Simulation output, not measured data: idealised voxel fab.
You're looking at the process module voxel trench capacitor.
Cross-section cut: width 230 nm, square cells of 5 nm.
The cross-sections in this document take the form of a grid made of square cells. They are written out as bands, in order from top to bottom. Each band consists of one or more rows of cells. What a band's entry tells you: where the top is and where the bottom is, as heights in nm, and after that what lies inside, material by material from left to right, each with its width in nm. Empty space is written as the word "blank", and a single material marked with the word "everywhere" occupies the band from edge to edge. Heads up on the height convention: 0 is the point under which the incoming wafer is all one material, and the lowest band has no bottom, it just keeps going down, like "0 nm and below". Graded width ("30->40"): value in top row of band = first number; value in bottom row = second number; row-to-row change constant. No cell of the cross-section changed in a step that is given as "changes: none". For the entry "Fully sealed voids", the listed items are empty spaces with no open way to the top whose size is 8 cells or more; each item follows the pattern width x height at distance, where distance is from the left edge and all three are in nm. The remark found on a step's line after its settings is issued by the simulator itself and pertains to that step. For masked steps, "overlay nm" on the step line gives how far right of plan the mask actually lay; a minus sign means it lay to the left.

THESE ARE THE STEPS WE PLANNED FOR THE PROCESS
1: RECEIVE [material Si]
2: CONFORMAL_DEP [material SiN] [thk nm 10]
3: MASKED_ETCH [tone open] [mask id TRENCH] [width nm 20] [pitch nm 45] [etch materials SiN] [depth nm 10] [overlay nm 0]
4: MASKED_ETCH [tone open] [mask id TRENCH] [width nm 20] [pitch nm 45] [etch materials Si] [depth nm 25] [overlay nm 0]
5: CONFORMAL_DEP [material SiO2] [thk nm 5]
6: FILL_DEP [material polySi] [thk nm 10]
7: CMP [height nm 10]

HERE'S WHAT THE WAFER LOOKED LIKE IN CROSS-SECTION WHEN IT ARRIVED - THAT'S AFTER STEP 1
* 0 nm and below: Si everywhere
* Fully sealed voids: none

FINAL CROSS-SECTION, MODULE RUN WITH ONE MISTAKE (START AND PLAN AS ABOVE)
* 10 nm to 0 nm: 65 SiN / 10 polySi / 35 SiN / 10 polySi / 35 SiN / 10 polySi / 65 SiN
* 0 nm to -20 nm: 60 Si / 5 SiN / 10 polySi / 5 SiN / 25 Si / 5 SiN / 10 polySi / 5 SiN / 25 Si / 5 SiN / 10 polySi / 5 SiN / 60 Si
* -20 nm to -25 nm: 60 Si / 20 SiN / 25 Si / 20 SiN / 25 Si / 20 SiN / 60 Si
* -25 nm and below: Si everywhere
* Fully sealed voids: none
Nonconformance to the process plan: step 5 was processed under conditions differing from the plan, specifically as CONFORMAL_DEP [material SiN] [thk nm 5]
